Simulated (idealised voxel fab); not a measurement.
Process module under the name voxel released beams
We display cut, a cross-section 280 nm in width whose square cells are each 5 nm.
The cross-sections in this document take the form of a grid made of square cells. They are written out as bands, in order from top to bottom. Each band consists of one or more rows of cells. Heads up on the band format: heights come first, top then bottom, in nm. After that it's the materials left to right, each with its width in nm. A single material flagged "throughout" fills the whole band edge to edge, and "blank" means there's empty space there. Convention: height 0 is the level below which the wafer, as received, is all one material. The lowest band does not terminate at the bottom but continues downward, represented as "0 down". A two-number width, for instance "30->40", indicates that the width is equal to the first number in the top row of the band and to the second number in the bottom row, and that it changes by a constant amount per row of cells. Step note "nothing changed" = no cross-section cell changed. "Fully sealed voids" enumerates empty spaces isolated from the top, with no open way to it, that contain at least 8 cells, giving each as width x height at distance from the left edge, all three in nm. On each step's line, the part that comes after the settings is the simulator's own comment on the step. overlay nm: step with mask; distance mask lay right of planned place; negative value = left of planned place.
# List of planned process steps
1. RECEIVE: material Si
2. CONFORMAL_DEP: material SiN, thk nm 5
3. DIRECTIONAL_DEP: material SiO2, thk nm 20
4. PATTERN: tone open, mask id ANCHOR, material resist, width nm 30, thk nm 15, overlay nm 0
5. DIRECTIONAL_ETCH: etch materials SiO2, depth nm 20
6. STRIP: etch materials resist
7. CONFORMAL_DEP: material TiN, thk nm 10
8. DIRECTIONAL_DEP: material aC, thk nm 10
9. PATTERN: tone cover, mask id BEAM, material resist, width nm 105, thk nm 30, overlay nm 0
10. DIRECTIONAL_ETCH: etch materials aC, depth nm 10
11. STRIP: etch materials resist
12. DIRECTIONAL_ETCH: etch materials TiN, depth nm 10
13. STRIP: etch materials aC
14. STRIP: etch materials SiO2
# first wafer, as planned
# Cross-section of the wafer upon arrival, representing the state reached after step 1
- 0 down  Si throughout
- Fully sealed voids: none
# State of the wafer after step 2, shown in cross-section
- 5 to 0  SiN throughout
- Everything under 0 stays put, no change at all.
# State of the wafer after step 3, shown in cross-section
- 25 to 5  SiO2 throughout
- Everything under 5 stays put, no change at all.
# State of the wafer after step 4, shown in cross-section
- 40 to 25  resist: 90 | blank: 30 | resist: 160
- Everything under 25 stays put, no change at all.
# State of the wafer after step 5, shown in cross-section
- 40 to 25  resist: 90 | blank: 30 | resist: 160
- 25 to 5  SiO2: 90 | blank: 30 | SiO2: 160
- Everything under 5 stays put, no change at all.
# State of the wafer after step 6, shown in cross-section
- 25 to 5  SiO2: 90 | blank: 30 | SiO2: 160
- Everything under 5 stays put, no change at all.
# State of the wafer after step 7, shown in cross-section
- 35 to 25  TiN: 100 | blank: 10 | TiN: 170
- 25 to 15  SiO2: 90 | TiN: 10 | blank: 10 | TiN: 10 | SiO2: 160
- 15 to 5  SiO2: 90 | TiN: 30 | SiO2: 160
- Everything under 5 stays put, no change at all.
# State of the wafer after step 8, shown in cross-section
- 45 to 35  aC: 100 | blank: 10 | aC: 170
- 35 to 25  TiN: 100 | blank: 10 | TiN: 170
- 25 to 15  SiO2: 90 | TiN: 10 | aC: 10 | TiN: 10 | SiO2: 160
- Everything under 15 stays put, no change at all.
# State of the wafer after step 9, shown in cross-section
- 75 to 45  blank: 85 | resist: 105 | blank: 90
- 45 to 35  aC: 100 | resist: 10 | aC: 170
- 35 to 25  TiN: 100 | resist: 10 | TiN: 170
- Everything under 25 stays put, no change at all.
# State of the wafer after step 10, shown in cross-section
- 65 to 45  blank: 85 | resist: 105 | blank: 90
- 45 to 35  blank: 85 | aC: 15 | resist: 10 | aC: 80 | blank: 90
- Everything under 35 stays put, no change at all.
# State of the wafer after step 11, shown in cross-section
- 45 to 35  blank: 85 | aC: 15 | blank: 10 | aC: 80 | blank: 90
- 35 to 25  TiN: 100 | blank: 10 | TiN: 170
- Everything under 25 stays put, no change at all.
# State of the wafer after step 12, shown in cross-section
- 45 to 35  blank: 85 | aC: 15 | blank: 10 | aC: 80 | blank: 90
- 35 to 25  blank: 85 | TiN: 15 | blank: 10 | TiN: 80 | blank: 90
- Everything under 25 stays put, no change at all.
# State of the wafer after step 13, shown in cross-section
- 35 to 25  blank: 85 | TiN: 15 | blank: 10 | TiN: 80 | blank: 90
- 25 to 15  SiO2: 90 | TiN: 10 | blank: 10 | TiN: 10 | SiO2: 160
- Everything under 15 stays put, no change at all.
# State of the wafer after step 14, shown in cross-section
- 35 to 25  blank: 85 | TiN: 15 | blank: 10 | TiN: 80 | blank: 90
- 25 to 15  blank: 90 | TiN: 10 | blank: 10 | TiN: 10 | blank: 160
- 15 to 5  blank: 90 | TiN: 30 | blank: 160
- Everything under 5 stays put, no change at all.
# The second wafer was prepared from the same starting point and under the same plan as the first; its processing contained one mistake, and it remains indistinguishable from the first wafer up to and including step 13
# X-section, second wafer, when step 14 was due to finish
- 25 to 5  SiO2: 90 | blank: 30 | SiO2: 160
- Everything under 5 stays put, no change at all.
It is concluded that the wafer was processed incorrectly with respect to the plan, in that heads up, step 14 didn't go per plan, it actually ran as STRIP: etch materials TiN
Materials where the second wafer ends with more or fewer cells than the first: 200 more of SiO2 | 58 fewer of TiN
